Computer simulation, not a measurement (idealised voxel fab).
Process module name: voxel tone inversion
Square cell edge 5 nm, section width 220 nm, ID cut.
Just so we're on the same page, the cross-sections are grids of square cells, and they're listed out in bands top to bottom, each band one or more rows deep.
Top, bottom (nm), then materials left to right with widths (nm); lone material tagged "throughout" fills the whole band edge to edge; "empty" = empty space.
Height datum 0, below which the as-received substrate wafer is one material. Lowest band open at the bottom, running downward: "top 0, no bottom".
The notation "30->40" denotes a width that varies across the rows of cells in the band, beginning at the first number in the top row, finishing at the second number in the bottom row, and changing by an identical amount from each row to the next.
Reading "stayed the same" for a step: not a cell of the cross-section changed in it.
So "Enclosed void list" is basically the list of trapped voids: any empty space of 8 cells or more that can't reach the top through an opening. They're written width x height at distance, the distance being from the left edge, and it's all nm.
Past the settings on a step's line: simulator remark, on that step.
overlay nm: how far to the right of its planned place the mask lay on this masked step (negative: to the left).

Listed below are the process steps as planned
| 1 | RECEIVE | material Si |
| 2 | CONFORMAL_DEP | material SiN | thk nm 5 |
| 3 | DIRECTIONAL_DEP | material polySi | thk nm 20 |
| 4 | PATTERN | tone cover | mask id POSTS | material resist | width nm 15 | pitch nm 45 | thk nm 25 | overlay nm 0 |
| 5 | DIRECTIONAL_ETCH | etch materials polySi | depth nm 20 |
| 6 | STRIP | etch materials resist |
| 7 | FILL_DEP | material lowk | thk nm 10 |
| 8 | CMP | height nm 25 |
| 9 | STRIP | etch materials polySi |

As received (post step 1): cross-section
  top 0, no bottom  Si throughout
  Enclosed void list: none

Post-module cross-section: identical start and plan to those above, one misstep in execution
  top 25, bottom 5  35 nm empty; 15 nm lowk; 30 nm empty; 15 nm lowk; 30 nm empty; 15 nm lowk; 30 nm empty; 15 nm lowk; 35 nm empty
  top 5, bottom 0  SiN throughout
  top 0, no bottom  Si throughout
  Enclosed void list: none
Where did the run depart from the plan? step 4 changed vs plan, executed as PATTERN | tone open | mask id POSTS | material resist | width nm 15 | pitch nm 45 | thk nm 25 | overlay nm 0
